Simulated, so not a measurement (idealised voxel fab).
A process module follows: voxel capacitor over wiring.
The cross-section on display is named cut; it measures 175 nm wide, and its cells are 5 nm squares.
Cross-section = grid of square cells, listed top down in bands; band = one or more rows.
Basically the band line says how high the top is and how high the bottom is, in nm, and then what's in it from left to right, every material with its width in nm. Empty space shows up as "empty", and if a single material carries "all across" it runs the full band edge to edge.
Convention: height 0 is the level below which the wafer, as received, is all one material. The lowest band does not terminate at the bottom but continues downward, represented as "top 0, no bottom".
A width such as "30 to 40" changes by the same amount from each row of cells to the next, from the band's top row to its bottom row.
The designation "no modifications", where it is given for a processing step, indicates that no cell of the cross-section was altered in the course of that step.
Reported under the label "Encapsulated voids" are the empty spaces having no open way to the top and comprising 8 cells or more; the notation for each is width x height at distance, in which the distance is measured from the left edge and all three values are in nm.
It should be noted that, on the line of a given step, the content following the step's settings is a remark produced by the simulator itself with respect to that step.
Regarding "overlay nm": on a step with a mask, it is the distance the mask lay to the right of its planned place; a negative value places it to the left.

Set out below are the planned steps of the process
1. RECEIVE (material Si)
2. CONFORMAL_DEP (material SiO2; thk nm 10)
3. CONFORMAL_DEP (material SiN; thk nm 5)
4. DIRECTIONAL_DEP (material lowk; thk nm 25)
5. MASKED_ETCH (tone open; mask id METAL_1; width nm 20; pitch nm 75; etch materials lowk; depth nm 25; overlay nm 0)
6. MASKED_ETCH (tone open; mask id METAL_1; width nm 20; pitch nm 75; etch materials SiN; depth nm 5; overlay nm 0)
7. CONFORMAL_DEP (material TiN; thk nm 5)
8. FILL_DEP (material Cu; thk nm 10)
9. CMP (height nm 40)
10. EPI (material Ru; thk nm 5)
11. FILL_DEP (material SiCN; thk nm 5)
12. DIRECTIONAL_DEP (material lowk; thk nm 20)
13. PATTERN (tone open; mask id PLUG_1; material resist; width nm 15; thk nm 15; overlay nm 0)
14. DIRECTIONAL_ETCH (etch materials lowk; depth nm 20)
15. DIRECTIONAL_ETCH (etch materials SiCN; depth nm 5)
16. STRIP (etch materials resist)
17. CONFORMAL_DEP (material TiN; thk nm 5)
18. FILL_DEP (material Cu; thk nm 10)
19. CMP (height nm 70)
20. DIRECTIONAL_DEP (material TiN; thk nm 10)
21. DIRECTIONAL_DEP (material SiN; thk nm 5)
22. DIRECTIONAL_DEP (material TiN; thk nm 10)
23. DIRECTIONAL_DEP (material aC; thk nm 15)
24. PATTERN (tone cover; mask id UPPER_PLATE; material resist; width nm 60; thk nm 35; overlay nm 0)
25. DIRECTIONAL_ETCH (etch materials aC; depth nm 15)
26. STRIP (etch materials resist)
27. DIRECTIONAL_ETCH (etch materials TiN; depth nm 10)
28. DIRECTIONAL_ETCH (etch materials SiN; depth nm 5)
29. STRIP (etch materials aC)
30. DIRECTIONAL_DEP (material aC; thk nm 15)
31. PATTERN (tone cover; mask id LOWER_PLATE; material resist; width nm 70; thk nm 30; overlay nm 0)
32. DIRECTIONAL_ETCH (etch materials aC; depth nm 15)
33. STRIP (etch materials resist)
34. DIRECTIONAL_ETCH (etch materials TiN; depth nm 10)
35. STRIP (etch materials aC)
36. FILL_DEP (material SiO2; thk nm 15)
37. CMP (height nm 105)
38. MASKED_ETCH (tone open; mask id PLUG_2; width nm 15; etch materials SiO2; depth nm 10; overlay nm 0)
39. CONFORMAL_DEP (material TiN; thk nm 5)
40. FILL_DEP (material Ru; thk nm 5)
41. CMP (height nm 105)
42. CONFORMAL_DEP (material SiCN; thk nm 5)

Cross-section of the wafer at receipt, which is the condition after step 1
	top 0, no bottom = Si all across
	Encapsulated voids: none

Post-module cross-section of the first of two wafers (run per plan)
	top 110, bottom 105 = SiCN all across
	top 105, bottom 100 = SiO2 55 nm, then TiN 5 nm, then Ru 5 nm, then TiN 5 nm, then SiO2 105 nm
	top 100, bottom 95 = SiO2 55 nm, then TiN 15 nm, then SiO2 105 nm
	top 95, bottom 85 = SiO2 45 nm, then TiN 60 nm, then SiO2 70 nm
	top 85, bottom 80 = SiO2 45 nm, then SiN 60 nm, then SiO2 70 nm
	top 80, bottom 70 = SiO2 40 nm, then TiN 70 nm, then SiO2 65 nm
	top 70, bottom 50 = lowk 45 nm, then TiN 5 nm, then Cu 5 nm, then TiN 5 nm, then lowk 115 nm
	top 50, bottom 45 = SiCN 45 nm, then TiN 15 nm, then SiCN 115 nm
	top 45, bottom 40 = SiCN 35 nm, then Ru 30 nm, then SiCN 45 nm, then Ru 30 nm, then SiCN 35 nm
	top 40, bottom 15 = lowk 40 nm, then TiN 5 nm, then Cu 10 nm, then TiN 5 nm, then lowk 55 nm, then TiN 5 nm, then Cu 10 nm, then TiN 5 nm, then lowk 40 nm
	top 15, bottom 10 = SiN 40 nm, then TiN 20 nm, then SiN 55 nm, then TiN 20 nm, then SiN 40 nm
	top 10, bottom 0 = SiO2 all across
	top 0, no bottom = Si all across
	Encapsulated voids: none

Presented here is a cross-section of the second of the two wafers as it stood at the end of the module. It was started in the same manner and assigned the same plan as the first wafer; however, one mistake was made in its execution
	top 110, bottom 105 = SiCN all across
	top 105, bottom 100 = SiO2 55 nm, then TiN 5 nm, then Ru 5 nm, then TiN 5 nm, then SiO2 105 nm
	top 100, bottom 95 = SiO2 55 nm, then TiN 15 nm, then SiO2 105 nm
	top 95, bottom 85 = SiO2 45 nm, then TiN 60 nm, then SiO2 70 nm
	top 85, bottom 80 = SiO2 45 nm, then SiN 60 nm, then SiO2 70 nm
	top 80, bottom 70 = SiO2 40 nm, then TiN 70 nm, then SiO2 65 nm
	top 70, bottom 65 = Cu all across
	top 65, bottom 60 = TiN 50 nm, then Cu 5 nm, then TiN 120 nm
	top 60, bottom 40 = lowk 45 nm, then TiN 5 nm, then Cu 5 nm, then TiN 5 nm, then lowk 115 nm
	top 40, bottom 35 = SiCN 45 nm, then TiN 15 nm, then SiCN 115 nm
	top 35, bottom 30 = SiCN 35 nm, then Ru 30 nm, then SiCN 45 nm, then Ru 30 nm, then SiCN 35 nm
	top 30, bottom 15 = lowk 40 nm, then TiN 5 nm, then Cu 10 nm, then TiN 5 nm, then lowk 55 nm, then TiN 5 nm, then Cu 10 nm, then TiN 5 nm, then lowk 40 nm
	top 15, bottom 10 = SiN 40 nm, then TiN 20 nm, then SiN 55 nm, then TiN 20 nm, then SiN 40 nm
	top 10, bottom 0 = SiO2 all across
	top 0, no bottom = Si all across
	Encapsulated voids: none
Misprocessing identified: for step 9, the planned setting was not used; the step was instead run as CMP (height nm 30)
at the end the second wafer has, in cells: Cu +28; TiN +26; lowk -54
